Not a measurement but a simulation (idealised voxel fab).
Proc. module: voxel trench capacitor
Each square cell in cross-section cut measures 5 nm, and the section as a whole is 250 nm wide.
When this document writes out a cross-section, it uses a grid of square cells and lists it as bands, beginning at the top and moving down, with a band standing for one or more rows of cells. Top, bottom (nm), then materials left to right with widths (nm); lone material tagged "everywhere" fills the whole band edge to edge; "empty" = empty space. A quick word on heights: they are counted from 0, and under that level the wafer as it came to us is one material throughout. The lowest band is different from the rest in having no bottom; it simply continues downward, written as in "0 and below". Width: "30 to 40" (first number = top row, second number = bottom row, same change from row to row of cells). Where a step carries "no change occurred", the cross-section came out of it unchanged, cell for cell. Entry "Enclosed cavity list". Content: empty spaces with no open connection to the top, size 8 cells or greater. Each: width x height at distance. Distance: from left edge. Unit: nm. Post-settings text on a step line: simulator's own remark regarding the step. "overlay nm", when on a step's line for a step with a mask, measures how far to the right of its planned place the mask lay; a negative measure means to the left.

LISTED BELOW ARE THE PROCESS STEPS AS PLANNED
1. RECEIVE: material Si
2. CONFORMAL_DEP: material SiN, thk nm 10
3. DIRECTIONAL_DEP: material aC, thk nm 15
4. PATTERN: tone open, mask id TRENCH, material resist, width nm 15, pitch nm 50, thk nm 35, overlay nm 0
5. DIRECTIONAL_ETCH: etch materials aC, depth nm 15
6. STRIP: etch materials resist
7. DIRECTIONAL_ETCH: etch materials SiN, depth nm 10
8. DIRECTIONAL_ETCH: etch materials Si, depth nm 25
9. STRIP: etch materials aC
10. CONFORMAL_DEP: material SiO2, thk nm 5
11. FILL_DEP: material polySi, thk nm 5
12. CMP: height nm 10
Where the wafers of this document differ is in the width nm of step 4; they start out the same, and the plan states the value that applied to the first wafer.

FIRST WAFER OF SEVERAL, AS RECEIVED: CROSS-SECTION AFTER STEP 1
    0 and below  Si everywhere
    Enclosed cavity list: none

END OF MODULE, BY WAFER: MATERIAL-BY-MATERIAL CELL GAIN (+) OR LOSS (-) SINCE RECEIPT, THEN CLOSED VOIDS
width nm 15, -30 Si, +88 SiN, +30 SiO2, +12 polySi, Enclosed cavity list: none
width nm 20, -40 Si, +84 SiN, +32 SiO2, +24 polySi, Enclosed cavity list: none
width nm 25, -50 Si, +80 SiN, +34 SiO2, +36 polySi, Enclosed cavity list: none
width nm 30, -60 Si, +76 SiN, +36 SiO2, +48 polySi, Enclosed cavity list: none
width nm 35, -70 Si, +72 SiN, +38 SiO2, +60 polySi, Enclosed cavity list: none
